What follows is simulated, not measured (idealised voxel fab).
The document below concerns the process module designated voxel ribs on slabs.
The cross-section on display is named cut; it measures 165 nm wide, and its cells are 5 nm squares.
In what follows, cross-sections appear as grids of square cells, described through bands that run from the top down, where every band is one or more rows of cells.
Basically the band line says how high the top is and how high the bottom is, in nm, and then what's in it from left to right, every material with its width in nm. Empty space shows up as "air", and if a single material carries "all across" it runs the full band edge to edge.
Heights from 0 (as-received wafer is one material below). Bottom band endless downward, as "from 0 down".
When a width is written as two numbers, as in "30 to 40", the first number is the width in the top row of cells of the band and the second is the width in its bottom row, and the width changes by the same amount from each row to the next.
Step note "everything unchanged" = no cross-section cell changed.
What "Enclosed cavity list" gives you is every empty space of 8 cells or more that is cut off from the top. Each appears as width x height at distance, with the distance taken from the left edge and width, height and distance all in nm.
Formally, on a step line, whatever follows the settings is a remark that the simulator itself makes on the step.
If you see "overlay nm" on a step's line and that step has a mask, it's telling you how far right of where it was planned the mask ended up; a negative number means it went left instead.

plan:
1: RECEIVE [material Si]
2: DIRECTIONAL_DEP [material SiO2] [thk nm 30]
3: DIRECTIONAL_DEP [material SiN] [thk nm 15]
4: DIRECTIONAL_DEP [material aC] [thk nm 10]
5: PATTERN [tone cover] [mask id RIB] [material resist] [width nm 15] [thk nm 25] [overlay nm 0]
6: DIRECTIONAL_ETCH [etch materials aC] [depth nm 10]
7: STRIP [etch materials resist]
8: DIRECTIONAL_ETCH [etch materials SiN] [depth nm 10]
9: STRIP [etch materials aC]
10: MASKED_ETCH [tone cover] [mask id SLAB] [width nm 55] [etch materials SiN] [depth nm 5] [overlay nm 0]
11: FILL_DEP [material SiO2] [thk nm 25]
12: CMP [height nm 65]
13: DIRECTIONAL_DEP [material TiN] [thk nm 5]
14: DIRECTIONAL_DEP [material aC] [thk nm 10]
15: PATTERN [tone cover] [mask id HEATER] [material resist] [width nm 35] [thk nm 30] [overlay nm 0]
16: DIRECTIONAL_ETCH [etch materials aC] [depth nm 10]
17: STRIP [etch materials resist]
18: DIRECTIONAL_ETCH [etch materials TiN] [depth nm 5]
19: STRIP [etch materials aC]
20: CONFORMAL_DEP [material SiO2] [thk nm 10]
Every wafer here starts from the same state; it is the step 5 width nm that distinguishes them, and the value the plan gives belongs to the first wafer.

Received condition of the first of several wafers, sectioned: post-step 1:
	from 0 down = Si all across
	Enclosed cavity list: none

Here's the first of several wafers in cross-section, end of the module, after the last step, step 20:
	from 80 to 75 = air 55 nm, SiO2 55 nm, air 55 nm
	from 75 to 70 = SiO2 all across
	from 70 to 65 = SiO2 65 nm, TiN 35 nm, SiO2 65 nm
	from 65 to 45 = SiO2 all across
	from 45 to 35 = SiO2 75 nm, SiN 15 nm, SiO2 75 nm
	from 35 to 30 = SiO2 55 nm, SiN 55 nm, SiO2 55 nm
	from 30 to 0 = SiO2 all across
	from 0 down = Si all across
	Enclosed cavity list: none

Of the several wafers, the last: cross-section at the end of the module:
	from 80 to 75 = air 55 nm, SiO2 55 nm, air 55 nm
	from 75 to 70 = SiO2 all across
	from 70 to 65 = SiO2 65 nm, TiN 35 nm, SiO2 65 nm
	from 65 to 45 = SiO2 all across
	from 45 to 35 = SiO2 65 nm, SiN 40 nm, SiO2 60 nm
	from 35 to 30 = SiO2 55 nm, SiN 55 nm, SiO2 55 nm
	from 30 to 0 = SiO2 all across
	from 0 down = Si all across
	Enclosed cavity list: none

So in this table every wafer gets its own row, and what you see is where it stands at the end of the module: for each material, how many cells it picked up (+) or gave up (-) since we received it, and after that its closed voids:
width nm 15; +17 SiN; +482 SiO2; +7 TiN; Enclosed cavity list: none
width nm 20; +19 SiN; +480 SiO2; +7 TiN; Enclosed cavity list: none
width nm 25; +21 SiN; +478 SiO2; +7 TiN; Enclosed cavity list: none
width nm 30; +23 SiN; +476 SiO2; +7 TiN; Enclosed cavity list: none
width nm 35; +25 SiN; +474 SiO2; +7 TiN; Enclosed cavity list: none
width nm 40; +27 SiN; +472 SiO2; +7 TiN; Enclosed cavity list: none
